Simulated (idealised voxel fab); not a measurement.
Process module name: voxel tone inversion
Each square cell in cross-section cut measures 5 nm, and the section as a whole is 275 nm wide.
We lay out every cross-section as a grid of square cells and spell it out in bands from the top down, where one band means one or more rows of cells. Band: top and bottom heights (nm) first, top before bottom; then materials from left to right, widths in nm. "edge to edge" marks a sole material filling the band edge to edge. "air" denotes empty space. Measure heights from 0. That's the level where, below it, the as-received wafer is all one material. The lowest band is bottomless and extends downward; write it as in "from 0 down". The notation "30..40" denotes a width that varies across the rows of cells in the band, beginning at the first number in the top row, finishing at the second number in the bottom row, and changing by an identical amount from each row to the next. Step note "nothing different" = no cross-section cell changed. Voids not open to the top, 8 cells minimum: see "Sealed-off cavities". Written width x height at distance; distance is from the left edge; nm. Heads up: the bit after the settings on a step's line is the simulator's remark on that step. "overlay nm" denotes, for a step that has a mask, the displacement of the mask to the right of its planned place, with negative values corresponding to the left.

PROCESS STEPS FORESEEN IN THE PLAN
1. RECEIVE (material Si)
2. CONFORMAL_DEP (material SiN; thk nm 10)
3. DIRECTIONAL_DEP (material polySi; thk nm 20)
4. PATTERN (tone cover; mask id POSTS; material resist; width nm 25; pitch nm 40; thk nm 30; overlay nm 0)
5. DIRECTIONAL_ETCH (etch materials polySi; depth nm 20)
6. STRIP (etch materials resist)
7. FILL_DEP (material lowk; thk nm 5)
8. CMP (height nm 30)
9. STRIP (etch materials polySi)
10. CONFORMAL_DEP (material TiN; thk nm 5)
11. FILL_DEP (material Ru; thk nm 10)
12. CMP (height nm 30)
13. CONFORMAL_DEP (material SiN; thk nm 5)

STEP 1 COMPLETE: CROSS-SECTION OF THE WAFER AS RECEIVED
* from 0 down = Si edge to edge
* Sealed-off cavities: none

LOOK AT THE CROSS-SECTION AFTER THE MODULE: THE WAFER STARTED OUT THE WAY SHOWN ABOVE AND THE PLAN WAS THE ONE SHOWN ABOVE, YET ONE MISTAKE WAS MADE ALONG THE WAY
* from 35 to 20 = SiN edge to edge
* from 20 to 0 = polySi edge to edge
* from 0 down = Si edge to edge
* Sealed-off cavities: none
The plan and the run diverged here: contrary to the plan, steps 2 and 3 were processed in exchanged order
